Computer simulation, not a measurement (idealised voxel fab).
Process module heading - voxel transistor to metal
It is cross-section cut that appears here, measuring 205 nm in width, its square cells being 5 nm in size.
Cross-sections here: square-cell grids, written as top-down lists of bands, a band being one or more rows of cells. What a band's entry tells you: where the top is and where the bottom is, as heights in nm, and after that what lies inside, material by material from left to right, each with its width in nm. Empty space is written as the word "empty", and a single material marked with the word "throughout" occupies the band from edge to edge. The level at which height equals 0 is the one under which the wafer, as it arrives, is entirely one material. No lower edge exists for the bottom band, which continues downward and is notated as in "0 and below". Graded width ("30..40"): value in top row of band = first number; value in bottom row = second number; row-to-row change constant. "all unchanged", as given for a step, is the statement that not any cell of the cross-section underwent a change during that step. So "Completely sealed voids" is basically the list of trapped voids: any empty space of 8 cells or more that can't reach the top through an opening. They're written width x height at distance, the distance being from the left edge, and it's all nm. That trailing text on a step's line, after the settings, is the simulator's own remark on the step. The setting "overlay nm" may be written on the line of a step. When the step uses a mask, the value reports how far to the right of the planned place the mask lay, and a negative value reports that it lay to the left. For the reader: what remains of this document is a series of pairs, each showing a cross-section before one process step and a cross-section after that step which reaches down only to the lowest band that changed, with the step between them and its settings set out under the pair. It should not be assumed that a pair continues from the pair above it; the pairs can come from different runs of this module on the same starting wafer, and such continuity exists only where the entry headed "Before processing step" says so.
-- Before processing step
    0 and below  Si throughout
    Completely sealed voids: none
-- after
    5 down to 0  SiO2 throughout
    Under 0: no change, same as before.
    Completely sealed voids: none
Step between the cross-sections above: CONFORMAL_DEP with material SiO2, thk nm 5
Before processing step: we pick up right where the pair above leaves off, with its after cross-section.
-- after
    15 down to 5  SiN throughout
    Under 5: no change, same as before.
    Completely sealed voids: none
Step between the cross-sections above: CONFORMAL_DEP with material SiN, thk nm 10
Before processing step: we pick up right where the pair above leaves off, with its after cross-section.
-- after
    15 down to 5  empty 45; SiN 110; empty 50
    Under 5: no change, same as before.
    Completely sealed voids: none
Step between the cross-sections above: MASKED_ETCH with tone cover, mask id ACTIVE, width nm 110, etch materials SiN, depth nm 10, overlay nm 0
Before processing step: we pick up right where the pair above leaves off, with its after cross-section.
-- after
    15 down to 5  empty 45; SiN 110; empty 50
    5 down to 0  empty 45; SiO2 110; empty 50
    Under 0: no change, same as before.
    Completely sealed voids: none
Step between the cross-sections above: MASKED_ETCH with tone cover, mask id ACTIVE, width nm 110, etch materials SiO2, depth nm 5, overlay nm 0
Before processing step: we pick up right where the pair above leaves off, with its after cross-section.
-- after
    15 down to 5  empty 45; SiN 110; empty 50
    5 down to 0  empty 45; SiO2 110; empty 50
    0 down to -25  empty 45; Si 110; empty 50
    Under -25: no change, same as before.
    Completely sealed voids: none
Step between the cross-sections above: MASKED_ETCH with tone cover, mask id ACTIVE, width nm 110, etch materials Si, depth nm 25, overlay nm 0
Before processing step: we pick up right where the pair above leaves off, with its after cross-section.
-- after
    30 down to 15  SiO2 throughout
    15 down to 5  SiO2 45; SiN 110; SiO2 50
    5 down to 0  SiO2 throughout
    0 down to -25  SiO2 45; Si 110; SiO2 50
    Under -25: no change, same as before.
    Completely sealed voids: none
Step between the cross-sections above: FILL_DEP with material SiO2, thk nm 15
Before processing step: we pick up right where the pair above leaves off, with its after cross-section.
-- after
    15 down to 5  SiO2 45; SiN 110; SiO2 50
    Under 5: no change, same as before.
    Completely sealed voids: none
Step between the cross-sections above: CMP with height nm 15
Before processing step: we pick up right where the pair above leaves off, with its after cross-section.
-- after
    15 down to 10  empty 45; SiN 110; empty 50
    Under 10: no change, same as before.
    Completely sealed voids: none
Step between the cross-sections above: SELECTIVE_ETCH with etch materials SiO2, depth nm 5
Before processing step: we pick up right where the pair above leaves off, with its after cross-section.
-- after
    10 down to 5  SiO2 45; empty 110; SiO2 50
    Under 5: no change, same as before.
    Completely sealed voids: none
Step between the cross-sections above: STRIP with etch materials SiN
Before processing step: we pick up right where the pair above leaves off, with its after cross-section.
-- after
    5 down to 0  SiO2 40; empty 120; SiO2 45
    Under 0: no change, same as before.
    Completely sealed voids: none
Step between the cross-sections above: SELECTIVE_ETCH with etch materials SiO2, depth nm 5
Before processing step: we pick up right where the pair above leaves off, with its after cross-section.
-- after
    5 down to 0  SiO2 40; empty 120; SiO2 45
    0 down to -5  SiO2 throughout
    Under -5: no change, same as before.
    Completely sealed voids: none
Step between the cross-sections above: OXIDIZE with depth nm 5
Before processing step: we pick up right where the pair above leaves off, with its after cross-section.
-- after
    25 down to 20  polySi 40; empty 120; polySi 45
    20 down to 5  polySi throughout
    5 down to 0  SiO2 40; polySi 120; SiO2 45
    Under 0: no change, same as before.
    Completely sealed voids: none
Step between the cross-sections above: DIRECTIONAL_DEP with material polySi, thk nm 20
Before processing step: we pick up right where the pair above leaves off, with its after cross-section.
-- after
    35 down to 30  SiCN 40; empty 120; SiCN 45
    30 down to 25  SiCN throughout
    25 down to 20  polySi 40; SiCN 120; polySi 45
    Under 20: no change, same as before.
    Completely sealed voids: none
Step between the cross-sections above: DIRECTIONAL_DEP with material SiCN, thk nm 10
Before processing step: we pick up right where the pair above leaves off, with its after cross-section.
-- after
    30 down to 25  empty 90; SiCN 20; empty 95
    25 down to 20  polySi 40; empty 50; SiCN 20; empty 50; polySi 45
    Under 20: no change, same as before.
    Completely sealed voids: none
Step between the cross-sections above: MASKED_ETCH with tone cover, mask id GATE, width nm 20, etch materials SiCN, depth nm 20, overlay nm 0
Before processing step: we pick up right where the pair above leaves off, with its after cross-section.
-- after
    30 down to 20  empty 90; SiCN 20; empty 95
    20 down to 5  empty 90; polySi 20; empty 95
    5 down to 0  SiO2 40; empty 50; polySi 20; empty 50; SiO2 45
    Under 0: no change, same as before.
    Completely sealed voids: none
Step between the cross-sections above: MASKED_ETCH with tone cover, mask id GATE, width nm 20, etch materials polySi, depth nm 30, overlay nm 0
Before processing step: we pick up right where the pair above leaves off, with its after cross-section.
-- after
    40 down to 30  empty 80; SiN 40; empty 85
    30 down to 20  empty 80; SiN 10; SiCN 20; SiN 10; empty 85
    20 down to 15  empty 80; SiN 10; polySi 20; SiN 10; empty 85
    15 down to 10  SiN 50; empty 30; SiN 10; polySi 20; SiN 10; empty 30; SiN 55
    10 down to 5  SiN 90; polySi 20; SiN 95
    5 down to 0  SiO2 40; SiN 50; polySi 20; SiN 50; SiO2 45
    Under 0: no change, same as before.
    Completely sealed voids: none
Step between the cross-sections above: CONFORMAL_DEP with material SiN, thk nm 10
Before processing step: we pick up right where the pair above leaves off, with its after cross-section.
-- after
    30 down to 20  empty 80; SiN 10; SiCN 20; SiN 10; empty 85
    20 down to 5  empty 80; SiN 10; polySi 20; SiN 10; empty 85
    5 down to 0  SiO2 40; SiN 10; empty 30; SiN 10; polySi 20; SiN 10; empty 30; SiN 10; SiO2 45
    Under 0: no change, same as before.
    Completely sealed voids: none
Step between the cross-sections above: DIRECTIONAL_ETCH with etch materials SiN, depth nm 10
Before processing step: we pick up right where the pair above leaves off, with its after cross-section.
-- after
    30 down to 20  empty 80; SiN 10; SiCN 20; SiN 10; empty 85
    20 down to 5  empty 80; SiN 10; polySi 20; SiN 10; empty 85
    5 down to 0  empty 40; SiN 10; empty 30; SiN 10; polySi 20; SiN 10; empty 30; SiN 10; empty 45
    0 down to -5  SiO2 50; empty 30; SiO2 40; empty 30; SiO2 55
    Under -5: no change, same as before.
    Completely sealed voids: none
Step between the cross-sections above: DIRECTIONAL_ETCH with etch materials SiO2, depth nm 5
Before processing step: we pick up right where the pair above leaves off, with its after cross-section.
-- after
    30 down to 20  empty 80; SiN 10; SiCN 20; SiN 10; empty 85
    20 down to 5  empty 80; SiN 10; polySi 20; SiN 10; empty 85
    5 down to 0  empty 40; SiN 10; empty 30; SiN 10; polySi 20; SiN 10; empty 30; SiN 10; empty 45
    0 down to -5  SiO2 50; empty 30; SiO2 40; empty 30; SiO2 55
    -5 down to -10  SiO2 45; Si 5; empty 30; Si 40; empty 30; Si 5; SiO2 50
    Under -10: no change, same as before.
    Completely sealed voids: none
Step between the cross-sections above: DIRECTIONAL_ETCH with etch materials Si, depth nm 5
Before processing step: we pick up right where the pair above leaves off, with its after cross-section.
-- after
    30 down to 20  empty 80; SiN 10; SiCN 20; SiN 10; empty 85
    20 down to 5  empty 80; SiN 10; polySi 20; SiN 10; empty 85
    5 down to 0  empty 40; SiN 10; empty 30; SiN 10; polySi 20; SiN 10; empty 30; SiN 10; empty 45
    0 down to -5  SiO2 50; SiGe 5; empty 20; SiGe 5; SiO2 40; SiGe 5; empty 20; SiGe 5; SiO2 55
    -5 down to -10  SiO2 45; Si 5; SiGe 30; Si 40; SiGe 30; Si 5; SiO2 50
    Under -10: no change, same as before.
    Completely sealed voids: none
Step between the cross-sections above: EPI with material SiGe, thk nm 5
Before processing step: we pick up right where the pair above leaves off, with its after cross-section.
-- after
    35 down to 30  SiO2 throughout
    30 down to 20  SiO2 80; SiN 10; SiCN 20; SiN 10; SiO2 85
    20 down to 5  SiO2 80; SiN 10; polySi 20; SiN 10; SiO2 85
    5 down to 0  SiO2 40; SiN 10; SiO2 30; SiN 10; polySi 20; SiN 10; SiO2 30; SiN 10; SiO2 45
    0 down to -5  SiO2 50; SiGe 5; SiO2 20; SiGe 5; SiO2 40; SiGe 5; SiO2 20; SiGe 5; SiO2 55
    Under -5: no change, same as before.
    Completely sealed voids: none
Step between the cross-sections above: FILL_DEP with material SiO2, thk nm 5
Before processing step: we pick up right where the pair above leaves off, with its after cross-section.
-- after
    30 down to 20  SiO2 80; SiN 10; SiCN 20; SiN 10; SiO2 85
    Under 20: no change, same as before.
    Completely sealed voids: none
Step between the cross-sections above: CMP with height nm 30
Before processing step: we pick up right where the pair above leaves off, with its after cross-section.
-- after
    45 down to 30  SiO2 throughout
    Under 30: no change, same as before.
    Completely sealed voids: none
Step between the cross-sections above: DIRECTIONAL_DEP with material SiO2, thk nm 15
Before processing step: we pick up right where the pair above leaves off, with its after cross-section.
-- after
    60 down to 45  resist 50; empty 20; resist 60; empty 20; resist 55
    Under 45: no change, same as before.
    Completely sealed voids: none
Step between the cross-sections above: PATTERN with tone open, mask id CONTACT, material resist, width nm 20, pitch nm 80, thk nm 15, overlay nm 0
Before processing step: we pick up right where the pair above leaves off, with its after cross-section.
-- after
    60 down to 45  resist 50; empty 20; resist 60; empty 20; resist 55
    45 down to 30  SiO2 50; empty 20; SiO2 60; empty 20; SiO2 55
    30 down to 20  SiO2 50; empty 20; SiO2 10; SiN 10; SiCN 20; SiN 10; SiO2 10; empty 20; SiO2 55
    20 down to 5  SiO2 50; empty 20; SiO2 10; SiN 10; polySi 20; SiN 10; SiO2 10; empty 20; SiO2 55
    5 down to 0  SiO2 40; SiN 10; empty 20; SiO2 10; SiN 10; polySi 20; SiN 10; SiO2 10; empty 20; SiN 10; SiO2 45
    0 down to -5  SiO2 50; SiGe 5; empty 15; SiO2 5; SiGe 5; SiO2 40; SiGe 5; SiO2 5; empty 15; SiGe 5; SiO2 55
    Under -5: no change, same as before.
    Completely sealed voids: none
Step between the cross-sections above: DIRECTIONAL_ETCH with etch materials SiO2, depth nm 50
Before processing step: we pick up right where the pair above leaves off, with its after cross-section.
-- after
    45 down to 30  SiO2 50; empty 20; SiO2 60; empty 20; SiO2 55
    Under 30: no change, same as before.
    Completely sealed voids: none
Step between the cross-sections above: STRIP with etch materials resist
Before processing step: we pick up right where the pair above leaves off, with its after cross-section.
-- after
    50 down to 45  TiN 55; empty 10; TiN 70; empty 10; TiN 60
    45 down to 30  SiO2 50; TiN 5; empty 10; TiN 5; SiO2 60; TiN 5; empty 10; TiN 5; SiO2 55
    30 down to 20  SiO2 50; TiN 5; empty 10; TiN 5; SiO2 10; SiN 10; SiCN 20; SiN 10; SiO2 10; TiN 5; empty 10; TiN 5; SiO2 55
    20 down to 5  SiO2 50; TiN 5; empty 10; TiN 5; SiO2 10; SiN 10; polySi 20; SiN 10; SiO2 10; TiN 5; empty 10; TiN 5; SiO2 55
    5 down to 0  SiO2 40; SiN 10; TiN 10; empty 5; TiN 5; SiO2 10; SiN 10; polySi 20; SiN 10; SiO2 10; TiN 5; empty 5; TiN 10; SiN 10; SiO2 45
    0 down to -5  SiO2 50; SiGe 5; TiN 15; SiO2 5; SiGe 5; SiO2 40; SiGe 5; SiO2 5; TiN 15; SiGe 5; SiO2 55
    Under -5: no change, same as before.
    Completely sealed voids: none
Step between the cross-sections above: CONFORMAL_DEP with material TiN, thk nm 5
Before processing step: we pick up right where the pair above leaves off, with its after cross-section.
-- after
    55 down to 50  W throughout
    50 down to 45  TiN 55; W 10; TiN 70; W 10; TiN 60
    45 down to 30  SiO2 50; TiN 5; W 10; TiN 5; SiO2 60; TiN 5; W 10; TiN 5; SiO2 55
    30 down to 20  SiO2 50; TiN 5; W 10; TiN 5; SiO2 10; SiN 10; SiCN 20; SiN 10; SiO2 10; TiN 5; W 10; TiN 5; SiO2 55
    20 down to 5  SiO2 50; TiN 5; W 10; TiN 5; SiO2 10; SiN 10; polySi 20; SiN 10; SiO2 10; TiN 5; W 10; TiN 5; SiO2 55
    5 down to 0  SiO2 40; SiN 10; TiN 10; W 5; TiN 5; SiO2 10; SiN 10; polySi 20; SiN 10; SiO2 10; TiN 5; W 5; TiN 10; SiN 10; SiO2 45
    Under 0: no change, same as before.
    Completely sealed voids: none
Step between the cross-sections above: FILL_DEP with material W, thk nm 5
Before processing step: we pick up right where the pair above leaves off, with its after cross-section.
-- after
    45 down to 30  SiO2 50; TiN 5; W 10; TiN 5; SiO2 60; TiN 5; W 10; TiN 5; SiO2 55
    Under 30: no change, same as before.
    Completely sealed voids: none
Step between the cross-sections above: CMP with height nm 45
Before processing step: we pick up right where the pair above leaves off, with its after cross-section.
-- after
    50 down to 45  SiCN throughout
    Under 45: no change, same as before.
    Completely sealed voids: none
Step between the cross-sections above: CONFORMAL_DEP with material SiCN, thk nm 5
Before processing step: we pick up right where the pair above leaves off, with its after cross-section.
-- after
    75 down to 50  lowk throughout
    Under 50: no change, same as before.
    Completely sealed voids: none
Step between the cross-sections above: DIRECTIONAL_DEP with material lowk, thk nm 25
Before processing step: we pick up right where the pair above leaves off, with its after cross-section.
-- after
    75 down to 50  lowk 50; empty 20; lowk 60; empty 20; lowk 55
    Under 50: no change, same as before.
    Completely sealed voids: none
Step between the cross-sections above: MASKED_ETCH with tone open, mask id METAL_1, width nm 20, pitch nm 80, etch materials lowk, depth nm 25, overlay nm 0
Before processing step: we pick up right where the pair above leaves off, with its after cross-section.
-- after
    75 down to 50  lowk 50; empty 20; lowk 60; empty 20; lowk 55
    50 down to 45  SiCN 50; empty 20; SiCN 60; empty 20; SiCN 55
    Under 45: no change, same as before.
    Completely sealed voids: none
Step between the cross-sections above: MASKED_ETCH with tone open, mask id METAL_1, width nm 20, pitch nm 80, etch materials SiCN, depth nm 5, overlay nm 0
Before processing step: we pick up right where the pair above leaves off, with its after cross-section.
-- after
    80 down to 75  TiN 55; empty 10; TiN 70; empty 10; TiN 60
    75 down to 50  lowk 50; TiN 5; empty 10; TiN 5; lowk 60; TiN 5; empty 10; TiN 5; lowk 55
    50 down to 45  SiCN 50; TiN 20; SiCN 60; TiN 20; SiCN 55
    Under 45: no change, same as before.
    Completely sealed voids: none
Step between the cross-sections above: CONFORMAL_DEP with material TiN, thk nm 5
Before processing step: we pick up right where the pair above leaves off, with its after cross-section.
-- after
    90 down to 80  Cu throughout
    80 down to 75  TiN 55; Cu 10; TiN 70; Cu 10; TiN 60
    75 down to 50  lowk 50; TiN 5; Cu 10; TiN 5; lowk 60; TiN 5; Cu 10; TiN 5; lowk 55
    Under 50: no change, same as before.
    Completely sealed voids: none
Step between the cross-sections above: FILL_DEP with material Cu, thk nm 10
Before processing step: we pick up right where the pair above leaves off, with its after cross-section.
-- after
    75 down to 50  lowk 50; TiN 5; Cu 10; TiN 5; lowk 60; TiN 5; Cu 10; TiN 5; lowk 55
    Under 50: no change, same as before.
    Completely sealed voids: none
Step between the cross-sections above: CMP with height nm 75
Before processing step: we pick up right where the pair above leaves off, with its after cross-section.
-- after
    80 down to 75  SiCN throughout
    Under 75: no change, same as before.
    Completely sealed voids: none
Step between the cross-sections above: CONFORMAL_DEP with material SiCN, thk nm 5
Before processing step: we pick up right where the pair above leaves off, with its after cross-section.
-- after
    110 down to 80  SiO2 throughout
    Under 80: no change, same as before.
    Completely sealed voids: none
Step between the cross-sections above: DIRECTIONAL_DEP with material SiO2, thk nm 30
Before processing step: we pick up right where the pair above leaves off, with its after cross-section.
-- after
    110 down to 95  SiO2 50; empty 20; SiO2 60; empty 20; SiO2 55
    Under 95: no change, same as before.
    Completely sealed voids: none
Step between the cross-sections above: MASKED_ETCH with tone open, mask id METAL_2, width nm 20, pitch nm 80, etch materials SiO2, depth nm 15, overlay nm 0
Before processing step: we pick up right where the pair above leaves off, with its after cross-section.
-- after
    110 down to 95  SiO2 50; empty 20; SiO2 60; empty 20; SiO2 55
    95 down to 80  SiO2 50; empty 15; SiO2 65; empty 15; SiO2 60
    Under 80: no change, same as before.
    Completely sealed voids: none
Step between the cross-sections above: MASKED_ETCH with tone open, mask id METAL_2_HOLES, width nm 15, pitch nm 80, etch materials SiO2, depth nm 15, overlay nm 0
Before processing step: we pick up right where the pair above leaves off, with its after cross-section.
-- after
    110 down to 95  SiO2 50; empty 20; SiO2 60; empty 20; SiO2 55
    95 down to 80  SiO2 50; empty 15; SiO2 65; empty 15; SiO2 60
    80 down to 75  SiCN 50; empty 15; SiCN 65; empty 15; SiCN 60
    Under 75: no change, same as before.
    Completely sealed voids: none
Step between the cross-sections above: MASKED_ETCH with tone open, mask id METAL_2_HOLES, width nm 15, pitch nm 80, etch materials SiCN, depth nm 5, overlay nm 0
Before processing step: we pick up right where the pair above leaves off, with its after cross-section.
-- after
    115 down to 110  TiN 55; empty 10; TiN 70; empty 10; TiN 60
    110 down to 100  SiO2 50; TiN 5; empty 10; TiN 5; SiO2 60; TiN 5; empty 10; TiN 5; SiO2 55
    100 down to 95  SiO2 50; TiN 5; empty 5; TiN 10; SiO2 60; TiN 5; empty 5; TiN 10; SiO2 55
    95 down to 80  SiO2 50; TiN 5; empty 5; TiN 5; SiO2 65; TiN 5; empty 5; TiN 5; SiO2 60
    80 down to 75  SiCN 50; TiN 15; SiCN 65; TiN 15; SiCN 60
    Under 75: no change, same as before.
    Completely sealed voids: none
Step between the cross-sections above: CONFORMAL_DEP with material TiN, thk nm 5
Before processing step: we pick up right where the pair above leaves off, with its after cross-section.
-- after
    125 down to 115  Cu throughout
    115 down to 110  TiN 55; Cu 10; TiN 70; Cu 10; TiN 60
    110 down to 100  SiO2 50; TiN 5; Cu 10; TiN 5; SiO2 60; TiN 5; Cu 10; TiN 5; SiO2 55
    100 down to 95  SiO2 50; TiN 5; Cu 5; TiN 10; SiO2 60; TiN 5; Cu 5; TiN 10; SiO2 55
    95 down to 80  SiO2 50; TiN 5; Cu 5; TiN 5; SiO2 65; TiN 5; Cu 5; TiN 5; SiO2 60
    Under 80: no change, same as before.
    Completely sealed voids: none
Step between the cross-sections above: FILL_DEP with material Cu, thk nm 10
Before processing step: we pick up right where the pair above leaves off, with its after cross-section.
-- after
    110 down to 100  SiO2 50; TiN 5; Cu 10; TiN 5; SiO2 60; TiN 5; Cu 10; TiN 5; SiO2 55
    Under 100: no change, same as before.
    Completely sealed voids: none
Step between the cross-sections above: CMP with height nm 110
Before processing step: we pick up right where the pair above leaves off, with its after cross-section.
-- after
    115 down to 110  SiCN throughout
    Under 110: no change, same as before.
    Completely sealed voids: none
Step between the cross-sections above: CONFORMAL_DEP with material SiCN, thk nm 5
-- Before processing step
    30 down to 15  SiO2 throughout
    15 down to 5  SiO2 45; SiN 110; SiO2 50
    5 down to 0  SiO2 throughout
    0 down to -25  SiO2 45; Si 110; SiO2 50
    -25 and below  Si throughout
    Completely sealed voids: none
-- after
    25 down to 15  SiO2 throughout
    Under 15: no change, same as before.
    Completely sealed voids: none
Step between the cross-sections above: SELECTIVE_ETCH with etch materials SiO2, depth nm 5
Before processing step: we pick up right where the pair above leaves off, with its after cross-section.
-- after
    20 down to 15  SiO2 throughout
    Under 15: no change, same as before.
    Completely sealed voids: none
Step between the cross-sections above: SELECTIVE_ETCH with etch materials SiO2, depth nm 5
Before processing step: we pick up right where the pair above leaves off, with its after cross-section.
-- after
    40 down to 20  polySi throughout
    Under 20: no change, same as before.
    Completely sealed voids: none
Step between the cross-sections above: DIRECTIONAL_DEP with material polySi, thk nm 20
Before processing step: we pick up right where the pair above leaves off, with its after cross-section.
-- after
    50 down to 40  SiCN throughout
    Under 40: no change, same as before.
    Completely sealed voids: none
Step between the cross-sections above: DIRECTIONAL_DEP with material SiCN, thk nm 10
Before processing step: we pick up right where the pair above leaves off, with its after cross-section.
-- after
    50 down to 40  empty 90; SiCN 20; empty 95
    Under 40: no change, same as before.
    Completely sealed voids: none
Step between the cross-sections above: MASKED_ETCH with tone cover, mask id GATE, width nm 20, etch materials SiCN, depth nm 20, overlay nm 0
Before processing step: we pick up right where the pair above leaves off, with its after cross-section.
-- after
    50 down to 40  empty 90; SiCN 20; empty 95
    40 down to 20  empty 90; polySi 20; empty 95
    Under 20: no change, same as before.
    Completely sealed voids: none
Step between the cross-sections above: MASKED_ETCH with tone cover, mask id GATE, width nm 20, etch materials polySi, depth nm 30, overlay nm 0
Before processing step: we pick up right where the pair above leaves off, with its after cross-section.
-- after
    60 down to 50  empty 80; SiN 40; empty 85
    50 down to 40  empty 80; SiN 10; SiCN 20; SiN 10; empty 85
    40 down to 30  empty 80; SiN 10; polySi 20; SiN 10; empty 85
    30 down to 20  SiN 90; polySi 20; SiN 95
    Under 20: no change, same as before.
    Completely sealed voids: none
Step between the cross-sections above: CONFORMAL_DEP with material SiN, thk nm 10
Before processing step: we pick up right where the pair above leaves off, with its after cross-section.
-- after
    50 down to 40  empty 80; SiN 10; SiCN 20; SiN 10; empty 85
    40 down to 20  empty 80; SiN 10; polySi 20; SiN 10; empty 85
    Under 20: no change, same as before.
    Completely sealed voids: none
Step between the cross-sections above: DIRECTIONAL_ETCH with etch materials SiN, depth nm 10
Before processing step: we pick up right where the pair above leaves off, with its after cross-section.
-- after
    50 down to 40  empty 80; SiN 10; SiCN 20; SiN 10; empty 85
    40 down to 20  empty 80; SiN 10; polySi 20; SiN 10; empty 85
    20 down to 15  empty 80; SiO2 40; empty 85
    Under 15: no change, same as before.
    Completely sealed voids: none
Step between the cross-sections above: DIRECTIONAL_ETCH with etch materials SiO2, depth nm 5
Before processing step: we pick up right where the pair above leaves off, with its after cross-section.
-- after
    55 down to 50  SiO2 throughout
    50 down to 40  SiO2 80; SiN 10; SiCN 20; SiN 10; SiO2 85
    40 down to 20  SiO2 80; SiN 10; polySi 20; SiN 10; SiO2 85
    20 down to 15  SiO2 throughout
    Under 15: no change, same as before.
    Completely sealed voids: none
Step between the cross-sections above: FILL_DEP with material SiO2, thk nm 5
Before processing step: we pick up right where the pair above leaves off, with its after cross-section.
-- after
    30 down to 20  SiO2 80; SiN 10; polySi 20; SiN 10; SiO2 85
    Under 20: no change, same as before.
    Completely sealed voids: none
Step between the cross-sections above: CMP with height nm 30
Before processing step: we pick up right where the pair above leaves off, with its after cross-section.
-- after
    45 down to 30  SiO2 throughout
    Under 30: no change, same as before.
    Completely sealed voids: none
Step between the cross-sections above: DIRECTIONAL_DEP with material SiO2, thk nm 15
Before processing step: we pick up right where the pair above leaves off, with its after cross-section.
-- after
    60 down to 45  resist 50; empty 20; resist 60; empty 20; resist 55
    Under 45: no change, same as before.
    Completely sealed voids: none
Step between the cross-sections above: PATTERN with tone open, mask id CONTACT, material resist, width nm 20, pitch nm 80, thk nm 15, overlay nm 0
Before processing step: we pick up right where the pair above leaves off, with its after cross-section.
-- after
    60 down to 45  resist 50; empty 20; resist 60; empty 20; resist 55
    45 down to 30  SiO2 50; empty 20; SiO2 60; empty 20; SiO2 55
    30 down to 20  SiO2 50; empty 20; SiO2 10; SiN 10; polySi 20; SiN 10; SiO2 10; empty 20; SiO2 55
    20 down to 15  SiO2 50; empty 20; SiO2 60; empty 20; SiO2 55
    Under 15: no change, same as before.
    Completely sealed voids: none
Step between the cross-sections above: DIRECTIONAL_ETCH with etch materials SiO2, depth nm 50
Before processing step: we pick up right where the pair above leaves off, with its after cross-section.
-- after
    45 down to 30  SiO2 50; empty 20; SiO2 60; empty 20; SiO2 55
    Under 30: no change, same as before.
    Completely sealed voids: none
Step between the cross-sections above: STRIP with etch materials resist
Before processing step: we pick up right where the pair above leaves off, with its after cross-section.
-- after
    50 down to 45  TiN 55; empty 10; TiN 70; empty 10; TiN 60
    45 down to 30  SiO2 50; TiN 5; empty 10; TiN 5; SiO2 60; TiN 5; empty 10; TiN 5; SiO2 55
    30 down to 20  SiO2 50; TiN 5; empty 10; TiN 5; SiO2 10; SiN 10; polySi 20; SiN 10; SiO2 10; TiN 5; empty 10; TiN 5; SiO2 55
    20 down to 15  SiO2 50; TiN 20; SiO2 60; TiN 20; SiO2 55
    Under 15: no change, same as before.
    Completely sealed voids: none
Step between the cross-sections above: CONFORMAL_DEP with material TiN, thk nm 5
Before processing step: we pick up right where the pair above leaves off, with its after cross-section.
-- after
    55 down to 50  W throughout
    50 down to 45  TiN 55; W 10; TiN 70; W 10; TiN 60
    45 down to 30  SiO2 50; TiN 5; W 10; TiN 5; SiO2 60; TiN 5; W 10; TiN 5; SiO2 55
    30 down to 20  SiO2 50; TiN 5; W 10; TiN 5; SiO2 10; SiN 10; polySi 20; SiN 10; SiO2 10; TiN 5; W 10; TiN 5; SiO2 55
    Under 20: no change, same as before.
    Completely sealed voids: none
Step between the cross-sections above: FILL_DEP with material W, thk nm 5
Before processing step: we pick up right where the pair above leaves off, with its after cross-section.
-- after
    45 down to 30  SiO2 50; TiN 5; W 10; TiN 5; SiO2 60; TiN 5; W 10; TiN 5; SiO2 55
    Under 30: no change, same as before.
    Completely sealed voids: none
Step between the cross-sections above: CMP with height nm 45
Before processing step: we pick up right where the pair above leaves off, with its after cross-section.
-- after
    50 down to 45  SiCN throughout
    Under 45: no change, same as before.
    Completely sealed voids: none
Step between the cross-sections above: CONFORMAL_DEP with material SiCN, thk nm 5
Before processing step: we pick up right where the pair above leaves off, with its after cross-section.
-- after
    75 down to 50  lowk throughout
    Under 50: no change, same as before.
    Completely sealed voids: none
Step between the cross-sections above: DIRECTIONAL_DEP with material lowk, thk nm 25
Before processing step: we pick up right where the pair above leaves off, with its after cross-section.
-- after
    75 down to 50  lowk 50; empty 20; lowk 60; empty 20; lowk 55
    Under 50: no change, same as before.
    Completely sealed voids: none
Step between the cross-sections above: MASKED_ETCH with tone open, mask id METAL_1, width nm 20, pitch nm 80, etch materials lowk, depth nm 25, overlay nm 0
Before processing step: we pick up right where the pair above leaves off, with its after cross-section.
-- after
    75 down to 50  lowk 50; empty 20; lowk 60; empty 20; lowk 55
    50 down to 45  SiCN 50; empty 20; SiCN 60; empty 20; SiCN 55
    Under 45: no change, same as before.
    Completely sealed voids: none
Step between the cross-sections above: MASKED_ETCH with tone open, mask id METAL_1, width nm 20, pitch nm 80, etch materials SiCN, depth nm 5, overlay nm 0
Before processing step: we pick up right where the pair above leaves off, with its after cross-section.
-- after
    80 down to 75  TiN 55; empty 10; TiN 70; empty 10; TiN 60
    75 down to 50  lowk 50; TiN 5; empty 10; TiN 5; lowk 60; TiN 5; empty 10; TiN 5; lowk 55
    50 down to 45  SiCN 50; TiN 20; SiCN 60; TiN 20; SiCN 55
    Under 45: no change, same as before.
    Completely sealed voids: none
Step between the cross-sections above: CONFORMAL_DEP with material TiN, thk nm 5
Before processing step: we pick up right where the pair above leaves off, with its after cross-section.
-- after
    90 down to 80  Cu throughout
    80 down to 75  TiN 55; Cu 10; TiN 70; Cu 10; TiN 60
    75 down to 50  lowk 50; TiN 5; Cu 10; TiN 5; lowk 60; TiN 5; Cu 10; TiN 5; lowk 55
    Under 50: no change, same as before.
    Completely sealed voids: none
Step between the cross-sections above: FILL_DEP with material Cu, thk nm 10
Before processing step: we pick up right where the pair above leaves off, with its after cross-section.
-- after
    75 down to 50  lowk 50; TiN 5; Cu 10; TiN 5; lowk 60; TiN 5; Cu 10; TiN 5; lowk 55
    Under 50: no change, same as before.
    Completely sealed voids: none
Step between the cross-sections above: CMP with height nm 75
Before processing step: we pick up right where the pair above leaves off, with its after cross-section.
-- after
    80 down to 75  SiCN throughout
    Under 75: no change, same as before.
    Completely sealed voids: none
Step between the cross-sections above: CONFORMAL_DEP with material SiCN, thk nm 5
Before processing step: we pick up right where the pair above leaves off, with its after cross-section.
-- after
    110 down to 80  SiO2 throughout
    Under 80: no change, same as before.
    Completely sealed voids: none
Step between the cross-sections above: DIRECTIONAL_DEP with material SiO2, thk nm 30
Before processing step: we pick up right where the pair above leaves off, with its after cross-section.
-- after
    110 down to 95  SiO2 50; empty 20; SiO2 60; empty 20; SiO2 55
    Under 95: no change, same as before.
    Completely sealed voids: none
Step between the cross-sections above: MASKED_ETCH with tone open, mask id METAL_2, width nm 20, pitch nm 80, etch materials SiO2, depth nm 15, overlay nm 0
Before processing step: we pick up right where the pair above leaves off, with its after cross-section.
-- after
    110 down to 95  SiO2 50; empty 20; SiO2 60; empty 20; SiO2 55
    95 down to 80  SiO2 50; empty 15; SiO2 65; empty 15; SiO2 60
    Under 80: no change, same as before.
    Completely sealed voids: none
Step between the cross-sections above: MASKED_ETCH with tone open, mask id METAL_2_HOLES, width nm 15, pitch nm 80, etch materials SiO2, depth nm 15, overlay nm 0
Before processing step: we pick up right where the pair above leaves off, with its after cross-section.
-- after
    110 down to 95  SiO2 50; empty 20; SiO2 60; empty 20; SiO2 55
    95 down to 80  SiO2 50; empty 15; SiO2 65; empty 15; SiO2 60
    80 down to 75  SiCN 50; empty 15; SiCN 65; empty 15; SiCN 60
    Under 75: no change, same as before.
    Completely sealed voids: none
Step between the cross-sections above: MASKED_ETCH with tone open, mask id METAL_2_HOLES, width nm 15, pitch nm 80, etch materials SiCN, depth nm 5, overlay nm 0
